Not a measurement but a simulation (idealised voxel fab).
process module | voxel ribs on slabs
It is cross-section cut that appears here, measuring 295 nm in width, its square cells being 5 nm in size.
Cross-section format: a grid of square cells, given as bands from top to bottom; each band is one or more rows of cells.
Band: top height; bottom height; in nm. Then, left to right: material with width in nm, for each material. "everywhere": a single material spanning edge to edge. "blank": empty space.
The reference from which all heights are counted is 0, the level beneath which the as-received wafer is entirely one material; the lowest band, having no lower bound, proceeds downward and is written after the example "0 and below".
Width spec "30->40" -> top row of cells at first value, bottom row at second value, equal per-row change in between.
Any step labelled "remains unaltered" changed none of the cells in the cross-section.
"Closed internal cavities" specifies each empty space that is not open to the top and that occupies no fewer than 8 cells, using the form width x height at distance, the distance measured from the left edge and all three quantities in nm.
Heads up: the bit after the settings on a step's line is the simulator's remark on that step.
On any step carrying a mask, the "overlay nm" setting, if present on the step's line, tells how far right of its planned place the mask lay; negative values point to the left.
**Process steps (planned)**
1) RECEIVE (material Si)
2) DIRECTIONAL_DEP (material SiO2; thk nm 25)
3) DIRECTIONAL_DEP (material SiN; thk nm 20)
4) MASKED_ETCH (tone cover; mask id RIB; width nm 15; etch materials SiN; depth nm 10; overlay nm 0)
5) PATTERN (tone cover; mask id SLAB; material resist; width nm 55; thk nm 15; overlay nm 0)
6) DIRECTIONAL_ETCH (etch materials SiN; depth nm 10)
7) STRIP (etch materials resist)
8) FILL_DEP (material SiO2; thk nm 25)
9) CMP (height nm 60)
10) DIRECTIONAL_DEP (material TiN; thk nm 10)
11) DIRECTIONAL_DEP (material aC; thk nm 15)
12) PATTERN (tone cover; mask id HEATER; material resist; width nm 25; thk nm 30; overlay nm 0)
13) DIRECTIONAL_ETCH (etch materials aC; depth nm 15)
14) STRIP (etch materials resist)
15) DIRECTIONAL_ETCH (etch materials TiN; depth nm 10)
16) STRIP (etch materials aC)
17) CONFORMAL_DEP (material SiN; thk nm 10)
**Cross-section of the incoming wafer, state after step 1**
> 0 and below: Si everywhere
> Closed internal cavities: none
**Cross-section: first of two wafers, module finished, run according to plan**
> 80 down to 70: 125 of blank  45 of SiN  125 of blank
> 70 down to 60: 135 of SiN  25 of TiN  135 of SiN
> 60 down to 45: SiO2 everywhere
> 45 down to 35: 140 of SiO2  15 of SiN  140 of SiO2
> 35 down to 25: 120 of SiO2  55 of SiN  120 of SiO2
> 25 down to 0: SiO2 everywhere
> 0 and below: Si everywhere
> Closed internal cavities: none
**End of module, second wafer, cross-section. Started like the first, planned like the first, run with one mistake**
> 70 down to 60: 135 of blank  25 of TiN  135 of blank
> 60 down to 45: SiO2 everywhere
> 45 down to 35: 140 of SiO2  15 of SiN  140 of SiO2
> 35 down to 25: 120 of SiO2  55 of SiN  120 of SiO2
> 25 down to 0: SiO2 everywhere
> 0 and below: Si everywhere
> Closed internal cavities: none
The plan and the run diverged here: plan step 17: skipped, not run
Bottom line after processing is that, in cells, the second wafer is up or down on some materials versus the first: SiN: 126 fewer
